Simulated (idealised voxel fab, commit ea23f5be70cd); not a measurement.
Process module heading - voxel air gaps
Cross-sectional view cut (width: 235 nm; square cell size: 5 nm).
A cross-section in this document is a grid of square cells, and it is written down as bands, the top band listed before the ones below it; a band is made up of one or more rows of cells. This entry defines a band. It first specifies the height of the band's top and the height of its bottom in nm, and then specifies the band's materials from left to right, stating each material with its width in nm. The word "everywhere" identifies a single material that fills the band from edge to edge, while the word "empty" identifies empty space. Height is counted from the level 0, under which the received wafer is composed throughout of one material. The lowest of the bands is not closed at the bottom but continues downward, in the notation "top 0, no bottom". Width: "30 to 40" (first number = top row, second number = bottom row, same change from row to row of cells). Basically "no change occurred" means that step didn't change any cell in the cross-section. Closed empty spaces (no open way to the top) of 8 cells or more are what "Entrapped voids" lists, each as width x height at distance from the left edge, nm for all three. If you see something after the settings on a step's line, that's the simulator's own remark about that step. overlay nm: right-of-plan distance of the mask on a masked step; negative values mean left-of-plan.

### This section lists the process steps that were planned
- 1: op RECEIVE | material Si
- 2: op CONFORMAL_DEP | material SiO2 | thk nm 15
- 3: op CONFORMAL_DEP | material SiCN | thk nm 5
- 4: op DIRECTIONAL_DEP | material SiO2 | thk nm 35
- 5: op DIRECTIONAL_DEP | material aC | thk nm 10
- 6: op PATTERN | tone open | mask id LINES | material resist | width nm 25 | pitch nm 50 | thk nm 25 | overlay nm 0
- 7: op DIRECTIONAL_ETCH | etch materials aC | depth nm 10
- 8: op STRIP | etch materials resist
- 9: op DIRECTIONAL_ETCH | etch materials SiO2 | depth nm 35
- 10: op STRIP | etch materials aC
- 11: op CONFORMAL_DEP | material TiN | thk nm 5
- 12: op FILL_DEP | material Cu | thk nm 10
- 13: op CMP | height nm 55
- 14: op EPI | material Ru | thk nm 10
- 15: op SELECTIVE_ETCH | etch materials SiO2 | depth nm 45
- 16: op CONFORMAL_DEP | material SiCN | thk nm 5

### The following pertains to the first of two wafers, which was processed as planned

### Received-state cross-section, reflecting completion of step 1
- top 0, no bottom = Si everywhere
- Entrapped voids: none

### Cross-section: wafer state after step 2
- top 15, bottom 0 = SiO2 everywhere
- All layers under 0 are left as they were.

### Cross-section: wafer state after step 3
- top 20, bottom 15 = SiCN everywhere
- All layers under 15 are left as they were.

### Cross-section: wafer state after step 4
- top 55, bottom 20 = SiO2 everywhere
- All layers under 20 are left as they were.

### Cross-section: wafer state after step 5
- top 65, bottom 55 = aC everywhere
- All layers under 55 are left as they were.

### Cross-section: wafer state after step 6
- top 90, bottom 65 = resist 55 nm, empty 25 nm, resist 25 nm, empty 25 nm, resist 25 nm, empty 25 nm, resist 55 nm
- All layers under 65 are left as they were.

### Cross-section: wafer state after step 7
- top 80, bottom 65 = resist 55 nm, empty 25 nm, resist 25 nm, empty 25 nm, resist 25 nm, empty 25 nm, resist 55 nm
- top 65, bottom 55 = aC 55 nm, empty 25 nm, aC 25 nm, empty 25 nm, aC 25 nm, empty 25 nm, aC 55 nm
- All layers under 55 are left as they were.

### Cross-section: wafer state after step 8
- top 65, bottom 55 = aC 55 nm, empty 25 nm, aC 25 nm, empty 25 nm, aC 25 nm, empty 25 nm, aC 55 nm
- All layers under 55 are left as they were.

### Cross-section: wafer state after step 9
- top 65, bottom 55 = aC 55 nm, empty 25 nm, aC 25 nm, empty 25 nm, aC 25 nm, empty 25 nm, aC 55 nm
- top 55, bottom 20 = SiO2 55 nm, empty 25 nm, SiO2 25 nm, empty 25 nm, SiO2 25 nm, empty 25 nm, SiO2 55 nm
- All layers under 20 are left as they were.

### Cross-section: wafer state after step 10
- top 55, bottom 20 = SiO2 55 nm, empty 25 nm, SiO2 25 nm, empty 25 nm, SiO2 25 nm, empty 25 nm, SiO2 55 nm
- All layers under 20 are left as they were.

### Cross-section: wafer state after step 11
- top 60, bottom 55 = TiN 60 nm, empty 15 nm, TiN 35 nm, empty 15 nm, TiN 35 nm, empty 15 nm, TiN 60 nm
- top 55, bottom 25 = SiO2 55 nm, TiN 5 nm, empty 15 nm, TiN 5 nm, SiO2 25 nm, TiN 5 nm, empty 15 nm, TiN 5 nm, SiO2 25 nm, TiN 5 nm, empty 15 nm, TiN 5 nm, SiO2 55 nm
- top 25, bottom 20 = SiO2 55 nm, TiN 25 nm, SiO2 25 nm, TiN 25 nm, SiO2 25 nm, TiN 25 nm, SiO2 55 nm
- All layers under 20 are left as they were.

### Cross-section: wafer state after step 12
- top 70, bottom 60 = Cu everywhere
- top 60, bottom 55 = TiN 60 nm, Cu 15 nm, TiN 35 nm, Cu 15 nm, TiN 35 nm, Cu 15 nm, TiN 60 nm
- top 55, bottom 25 = SiO2 55 nm, TiN 5 nm, Cu 15 nm, TiN 5 nm, SiO2 25 nm, TiN 5 nm, Cu 15 nm, TiN 5 nm, SiO2 25 nm, TiN 5 nm, Cu 15 nm, TiN 5 nm, SiO2 55 nm
- All layers under 25 are left as they were.

### Cross-section: wafer state after step 13
- top 55, bottom 25 = SiO2 55 nm, TiN 5 nm, Cu 15 nm, TiN 5 nm, SiO2 25 nm, TiN 5 nm, Cu 15 nm, TiN 5 nm, SiO2 25 nm, TiN 5 nm, Cu 15 nm, TiN 5 nm, SiO2 55 nm
- All layers under 25 are left as they were.

### Cross-section: wafer state after step 14
- top 65, bottom 55 = empty 45 nm, Ru 45 nm, empty 5 nm, Ru 45 nm, empty 5 nm, Ru 45 nm, empty 45 nm
- All layers under 55 are left as they were.

### Cross-section: wafer state after step 15
- top 65, bottom 55 = empty 45 nm, Ru 45 nm, empty 5 nm, Ru 45 nm, empty 5 nm, Ru 45 nm, empty 45 nm
- top 55, bottom 25 = empty 55 nm, TiN 5 nm, Cu 15 nm, TiN 5 nm, empty 25 nm, TiN 5 nm, Cu 15 nm, TiN 5 nm, empty 25 nm, TiN 5 nm, Cu 15 nm, TiN 5 nm, empty 55 nm
- top 25, bottom 20 = empty 55 nm, TiN 25 nm, empty 25 nm, TiN 25 nm, empty 25 nm, TiN 25 nm, empty 55 nm
- All layers under 20 are left as they were.

### Cross-section: wafer state after step 16
- top 70, bottom 65 = empty 40 nm, SiCN 155 nm, empty 40 nm
- top 65, bottom 55 = empty 40 nm, SiCN 5 nm, Ru 45 nm, SiCN 5 nm, Ru 45 nm, SiCN 5 nm, Ru 45 nm, SiCN 5 nm, empty 40 nm
- top 55, bottom 50 = empty 40 nm, SiCN 15 nm, TiN 5 nm, Cu 15 nm, TiN 5 nm, SiCN 25 nm, TiN 5 nm, Cu 15 nm, TiN 5 nm, SiCN 25 nm, TiN 5 nm, Cu 15 nm, TiN 5 nm, SiCN 15 nm, empty 40 nm
- top 50, bottom 25 = empty 50 nm, SiCN 5 nm, TiN 5 nm, Cu 15 nm, TiN 5 nm, SiCN 5 nm, empty 15 nm, SiCN 5 nm, TiN 5 nm, Cu 15 nm, TiN 5 nm, SiCN 5 nm, empty 15 nm, SiCN 5 nm, TiN 5 nm, Cu 15 nm, TiN 5 nm, SiCN 5 nm, empty 50 nm
- top 25, bottom 20 = SiCN 55 nm, TiN 25 nm, SiCN 25 nm, TiN 25 nm, SiCN 25 nm, TiN 25 nm, SiCN 55 nm
- All layers under 20 are left as they were.
- Entrapped voids: 15 x 25 at 85; 15 x 25 at 135

### Here the second wafer is described. Its start and its plan were those of the first wafer. Its run contained one mistake. Up to and including step 13, it did exactly what the first wafer did

### Second wafer profile in section, at the moment step 14 of the plan was meant to be complete
- top 55, bottom 25 = empty 55 nm, TiN 5 nm, Cu 15 nm, TiN 5 nm, empty 25 nm, TiN 5 nm, Cu 15 nm, TiN 5 nm, empty 25 nm, TiN 5 nm, Cu 15 nm, TiN 5 nm, empty 55 nm
- top 25, bottom 20 = empty 55 nm, TiN 25 nm, empty 25 nm, TiN 25 nm, empty 25 nm, TiN 25 nm, empty 55 nm
- All layers under 20 are left as they were.

### Second wafer profile in section, at the moment step 15 of the plan was meant to be complete
- top 65, bottom 55 = empty 45 nm, Ru 45 nm, empty 5 nm, Ru 45 nm, empty 5 nm, Ru 45 nm, empty 45 nm
- top 55, bottom 25 = empty 45 nm, Ru 10 nm, TiN 5 nm, Cu 15 nm, TiN 5 nm, Ru 10 nm, empty 5 nm, Ru 10 nm, TiN 5 nm, Cu 15 nm, TiN 5 nm, Ru 10 nm, empty 5 nm, Ru 10 nm, TiN 5 nm, Cu 15 nm, TiN 5 nm, Ru 10 nm, empty 45 nm
- top 25, bottom 20 = empty 45 nm, Ru 10 nm, TiN 25 nm, Ru 10 nm, empty 5 nm, Ru 10 nm, TiN 25 nm, Ru 10 nm, empty 5 nm, Ru 10 nm, TiN 25 nm, Ru 10 nm, empty 45 nm
- All layers under 20 are left as they were.

### Second wafer profile in section, at the moment step 16 of the plan was meant to be complete
- top 70, bottom 65 = empty 40 nm, SiCN 155 nm, empty 40 nm
- top 65, bottom 55 = empty 40 nm, SiCN 5 nm, Ru 45 nm, SiCN 5 nm, Ru 45 nm, SiCN 5 nm, Ru 45 nm, SiCN 5 nm, empty 40 nm
- top 55, bottom 25 = empty 40 nm, SiCN 5 nm, Ru 10 nm, TiN 5 nm, Cu 15 nm, TiN 5 nm, Ru 10 nm, SiCN 5 nm, Ru 10 nm, TiN 5 nm, Cu 15 nm, TiN 5 nm, Ru 10 nm, SiCN 5 nm, Ru 10 nm, TiN 5 nm, Cu 15 nm, TiN 5 nm, Ru 10 nm, SiCN 5 nm, empty 40 nm
- top 25, bottom 20 = SiCN 45 nm, Ru 10 nm, TiN 25 nm, Ru 10 nm, SiCN 5 nm, Ru 10 nm, TiN 25 nm, Ru 10 nm, SiCN 5 nm, Ru 10 nm, TiN 25 nm, Ru 10 nm, SiCN 45 nm
- All layers under 20 are left as they were.
Heads up, the wafer didn't run the way we planned it: note: step 14 <-> step 15, run order reversed vs plan
Final tally in cells, some materials are higher or lower on the second wafer than on the first: 84 more of Ru | 34 fewer of SiCN
The final tally of closed voids stands at 2 on the first wafer and 0 on the second.
